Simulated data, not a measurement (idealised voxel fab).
Presented below is a process module, voxel spacer lines.
FYI the section here is cut, 300 nm wide, cells are 5 nm squares.
Cross-section spec: square-cell grid; bands listed top down; each band is one or more rows.
Per band: top height and bottom height in nm, followed by the left-to-right materials and their widths in nm; "all across" marks a single material spanning edge to edge, "empty" marks empty space.
Heights are expressed relative to 0, this being the level below which the as-received wafer comprises one material exclusively. The lowest band is unbounded in the downward direction and is denoted as in "0 -> down".
So if you see something like "30..40" for the width, read it as the top row of the band sitting at the first number and the bottom row at the second, with every row in between moving by the same amount as the last.
Reading "nothing got changed" for a step: not a cell of the cross-section changed in it.
The label "Unvented voids" introduces a list of the empty spaces, 8 cells or larger, that have no open way up to the top; each entry in it reads width x height at distance, where the distance is taken from the left edge and all three are stated in nm.
What comes after the settings on a step's line is commentary from the simulator itself on that step.
overlay nm: for a step with a mask, the amount by which the mask lay right of where it was planned; a negative amount means left of it.
So the way this works: pairs, before and after one process step. The after picture only goes down to the lowest band that actually changed, nothing below. Step and its settings are under each pair. And watch out, pairs might come from different runs of this module, same starting wafer though, so a pair only follows on from the one above if its "Pre-step view" entry tells you so.
### Pre-step view
    45 -> 15  empty 65 nm; SiN 15 nm; empty 20 nm; SiN 15 nm; empty 20 nm; SiN 15 nm; empty 20 nm; SiN 15 nm; empty 20 nm; SiN 15 nm; empty 20 nm; SiN 15 nm; empty 45 nm
    15 -> 5  empty 65 nm; W 15 nm; empty 20 nm; W 15 nm; empty 20 nm; W 15 nm; empty 20 nm; W 15 nm; empty 20 nm; W 15 nm; empty 20 nm; W 15 nm; empty 45 nm
    5 -> 0  SiO2 all across
    0 -> down  Si all across
    Unvented voids: none
### Section, Post-Step
    15 -> 5  empty 65 nm; W 15 nm; empty 20 nm; W 15 nm; empty 20 nm; W 15 nm; empty 20 nm; W 15 nm; empty 20 nm; W 15 nm; empty 20 nm; W 15 nm; empty 45 nm
    Below 5 it's all the same as before, nothing changed down there.
    Unvented voids: none
Quick note on the step between the two cross-sections above: STRIP,etch materials SiN
Pre-step view: The prior state of this step coincides with the post-step cross-section of the pair just above.
### Section, Post-Step
    20 -> 15  SiO2 all across
    15 -> 5  SiO2 65 nm; W 15 nm; SiO2 20 nm; W 15 nm; SiO2 20 nm; W 15 nm; SiO2 20 nm; W 15 nm; SiO2 20 nm; W 15 nm; SiO2 20 nm; W 15 nm; SiO2 45 nm
    Below 5 it's all the same as before, nothing changed down there.
    Unvented voids: none
Quick note on the step between the two cross-sections above: FILL_DEP,material SiO2,thk nm 5
Pre-step view: The prior state of this step coincides with the post-step cross-section of the pair just above.
### Section, Post-Step
    15 -> 5  SiO2 65 nm; W 15 nm; SiO2 20 nm; W 15 nm; SiO2 20 nm; W 15 nm; SiO2 20 nm; W 15 nm; SiO2 20 nm; W 15 nm; SiO2 20 nm; W 15 nm; SiO2 45 nm
    Below 5 it's all the same as before, nothing changed down there.
    Unvented voids: none
Quick note on the step between the two cross-sections above: CMP,height nm 15
### Pre-step view
    0 -> down  Si all across
    Unvented voids: none
### Section, Post-Step
    5 -> 0  W all across
    Below 0 it's all the same as before, nothing changed down there.
    Unvented voids: none
Quick note on the step between the two cross-sections above: CONFORMAL_DEP,material W,thk nm 5
Pre-step view: The prior state of this step coincides with the post-step cross-section of the pair just above.
### Section, Post-Step
    15 -> 0  W all across
    Below 0 it's all the same as before, nothing changed down there.
    Unvented voids: none
Quick note on the step between the two cross-sections above: DIRECTIONAL_DEP,material W,thk nm 10
Pre-step view: The prior state of this step coincides with the post-step cross-section of the pair just above.
### Section, Post-Step
    45 -> 15  polySi all across
    Below 15 it's all the same as before, nothing changed down there.
    Unvented voids: none
Quick note on the step between the two cross-sections above: DIRECTIONAL_DEP,material polySi,thk nm 30
Pre-step view: The prior state of this step coincides with the post-step cross-section of the pair just above.
### Section, Post-Step
    80 -> 45  empty 70 nm; resist 20 nm; empty 50 nm; resist 20 nm; empty 50 nm; resist 20 nm; empty 70 nm
    Below 45 it's all the same as before, nothing changed down there.
    Unvented voids: none
Quick note on the step between the two cross-sections above: PATTERN,tone cover,mask id MANDREL,material resist,width nm 20,pitch nm 70,thk nm 35,overlay nm 0
Pre-step view: The prior state of this step coincides with the post-step cross-section of the pair just above.
### Section, Post-Step
    80 -> 45  empty 70 nm; resist 20 nm; empty 50 nm; resist 20 nm; empty 50 nm; resist 20 nm; empty 70 nm
    45 -> 15  empty 70 nm; polySi 20 nm; empty 50 nm; polySi 20 nm; empty 50 nm; polySi 20 nm; empty 70 nm
    Below 15 it's all the same as before, nothing changed down there.
    Unvented voids: none
Quick note on the step between the two cross-sections above: DIRECTIONAL_ETCH,etch materials polySi,depth nm 30
Pre-step view: The prior state of this step coincides with the post-step cross-section of the pair just above.
### Section, Post-Step
    45 -> 15  empty 70 nm; polySi 20 nm; empty 50 nm; polySi 20 nm; empty 50 nm; polySi 20 nm; empty 70 nm
    Below 15 it's all the same as before, nothing changed down there.
    Unvented voids: none
Quick note on the step between the two cross-sections above: STRIP,etch materials resist
Pre-step view: The prior state of this step coincides with the post-step cross-section of the pair just above.
### Section, Post-Step
    60 -> 45  empty 55 nm; SiN 50 nm; empty 20 nm; SiN 50 nm; empty 20 nm; SiN 50 nm; empty 55 nm
    45 -> 30  empty 55 nm; SiN 15 nm; polySi 20 nm; SiN 15 nm; empty 20 nm; SiN 15 nm; polySi 20 nm; SiN 15 nm; empty 20 nm; SiN 15 nm; polySi 20 nm; SiN 15 nm; empty 55 nm
    30 -> 15  SiN 70 nm; polySi 20 nm; SiN 50 nm; polySi 20 nm; SiN 50 nm; polySi 20 nm; SiN 70 nm
    Below 15 it's all the same as before, nothing changed down there.
    Unvented voids: none
Quick note on the step between the two cross-sections above: CONFORMAL_DEP,material SiN,thk nm 15
Pre-step view: The prior state of this step coincides with the post-step cross-section of the pair just above.
### Section, Post-Step
    45 -> 15  empty 55 nm; SiN 15 nm; polySi 20 nm; SiN 15 nm; empty 20 nm; SiN 15 nm; polySi 20 nm; SiN 15 nm; empty 20 nm; SiN 15 nm; polySi 20 nm; SiN 15 nm; empty 55 nm
    Below 15 it's all the same as before, nothing changed down there.
    Unvented voids: none
Quick note on the step between the two cross-sections above: DIRECTIONAL_ETCH,etch materials SiN,depth nm 15
Pre-step view: The prior state of this step coincides with the post-step cross-section of the pair just above.
### Section, Post-Step
    45 -> 15  empty 55 nm; SiN 15 nm; empty 20 nm; SiN 15 nm; empty 20 nm; SiN 15 nm; empty 20 nm; SiN 15 nm; empty 20 nm; SiN 15 nm; empty 20 nm; SiN 15 nm; empty 55 nm
    Below 15 it's all the same as before, nothing changed down there.
    Unvented voids: none
Quick note on the step between the two cross-sections above: STRIP,etch materials polySi
Pre-step view: The prior state of this step coincides with the post-step cross-section of the pair just above.
### Section, Post-Step
    45 -> 15  empty 55 nm; SiN 15 nm; empty 20 nm; SiN 15 nm; empty 20 nm; SiN 15 nm; empty 20 nm; SiN 15 nm; empty 20 nm; SiN 15 nm; empty 20 nm; SiN 15 nm; empty 55 nm
    15 -> 5  empty 55 nm; W 15 nm; empty 20 nm; W 15 nm; empty 20 nm; W 15 nm; empty 20 nm; W 15 nm; empty 20 nm; W 15 nm; empty 20 nm; W 15 nm; empty 55 nm
    Below 5 it's all the same as before, nothing changed down there.
    Unvented voids: none
Quick note on the step between the two cross-sections above: DIRECTIONAL_ETCH,etch materials W,depth nm 10
Pre-step view: The prior state of this step coincides with the post-step cross-section of the pair just above.
### Section, Post-Step
    15 -> 5  empty 55 nm; W 15 nm; empty 20 nm; W 15 nm; empty 20 nm; W 15 nm; empty 20 nm; W 15 nm; empty 20 nm; W 15 nm; empty 20 nm; W 15 nm; empty 55 nm
    Below 5 it's all the same as before, nothing changed down there.
    Unvented voids: none
Quick note on the step between the two cross-sections above: STRIP,etch materials SiN
Pre-step view: The prior state of this step coincides with the post-step cross-section of the pair just above.
### Section, Post-Step
    20 -> 15  SiO2 all across
    15 -> 5  SiO2 55 nm; W 15 nm; SiO2 20 nm; W 15 nm; SiO2 20 nm; W 15 nm; SiO2 20 nm; W 15 nm; SiO2 20 nm; W 15 nm; SiO2 20 nm; W 15 nm; SiO2 55 nm
    Below 5 it's all the same as before, nothing changed down there.
    Unvented voids: none
Quick note on the step between the two cross-sections above: FILL_DEP,material SiO2,thk nm 5
Pre-step view: The prior state of this step coincides with the post-step cross-section of the pair just above.
### Section, Post-Step
    15 -> 5  SiO2 55 nm; W 15 nm; SiO2 20 nm; W 15 nm; SiO2 20 nm; W 15 nm; SiO2 20 nm; W 15 nm; SiO2 20 nm; W 15 nm; SiO2 20 nm; W 15 nm; SiO2 55 nm
    Below 5 it's all the same as before, nothing changed down there.
    Unvented voids: none
Quick note on the step between the two cross-sections above: CMP,height nm 15
